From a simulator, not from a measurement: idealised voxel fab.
process module | voxel self aligned vias
cross-section cut | 155 nm wide | cells 5 nm
A cross-section is a grid of square cells, given in bands from the top down. A band is one or more rows of cells.
Each band's line starts with the height of the band's top and of its bottom, in nm. Then come its materials from left to right, each with its width in nm. One material with "throughout" fills the band from edge to edge. "air" is empty space.
Height 0 is the level under which the wafer as received is all one material. The lowest band goes on downwards, as in "0 down".
A width such as "30 to 40" changes by the same amount from each row of cells to the next, from the band's top row to its bottom row.
"no change" after a step means that no cell of the cross-section changed.
closed voids: empty space of 8 cells or more with no open way to the top, each as width x height at its distance from the left edge, in nm
after a step's settings: what the simulator itself notes on the step
overlay nm, on a step with a mask: how far to the right of its planned place the mask lay; to the left if negative
plan
1 op RECEIVE | material Si
2 op CONFORMAL_DEP | material SiO2 | thk nm 10
3 op CONFORMAL_DEP | material SiCN | thk nm 5
4 op DIRECTIONAL_DEP | material SiO2 | thk nm 20
5 op DIRECTIONAL_DEP | material aC | thk nm 15
6 op PATTERN | tone open | mask id LINES | material resist | width nm 15 | pitch nm 60 | thk nm 35 | overlay nm 0
7 op DIRECTIONAL_ETCH | etch materials aC | depth nm 15
8 op STRIP | etch materials resist
9 op DIRECTIONAL_ETCH | etch materials SiO2 | depth nm 20
10 op STRIP | etch materials aC
11 op CONFORMAL_DEP | material TiN | thk nm 5
12 op FILL_DEP | material W | thk nm 10
13 op CMP | height nm 35
14 op SELECTIVE_ETCH | etch materials W Ru TiN | depth nm 10
15 op FILL_DEP | material SiN | thk nm 10
16 op CMP | height nm 35
17 op DIRECTIONAL_DEP | material SiO2 | thk nm 15
18 op PATTERN | tone open | mask id VIAS | material resist | width nm 35 | pitch nm 60 | thk nm 15 | overlay nm 0
19 op DIRECTIONAL_ETCH | etch materials SiO2 | depth nm 15
20 op DIRECTIONAL_ETCH | etch materials SiN | depth nm 10
21 op STRIP | etch materials resist
22 op CONFORMAL_DEP | material TiN | thk nm 5
23 op FILL_DEP | material W | thk nm 5
24 op CMP | height nm 50
25 op CONFORMAL_DEP | material SiCN | thk nm 5
varied across the wafers: width nm of step 6. The plan shows the first wafer's value. All wafers start alike
first wafer as received, after step 1
  0 down: Si throughout
  closed voids: none
each wafer at the end: cells of each material gained (+) or lost (-) since it was received, then its closed voids
width nm 15 | +62 SiCN | +213 SiO2 | +40 TiN | +26 W | closed voids: none
width nm 20 | +62 SiCN | +205 SiO2 | +42 TiN | +32 W | closed voids: none
width nm 25 | +62 SiCN | +197 SiO2 | +44 TiN | +38 W | closed voids: none
width nm 30 | +62 SiCN | +189 SiO2 | +46 TiN | +44 W | closed voids: none
width nm 35 | +62 SiCN | +181 SiO2 | +48 TiN | +50 W | closed voids: none
width nm 40 | +62 SiCN | +4 SiN | +173 SiO2 | +50 TiN | +52 W | closed voids: none
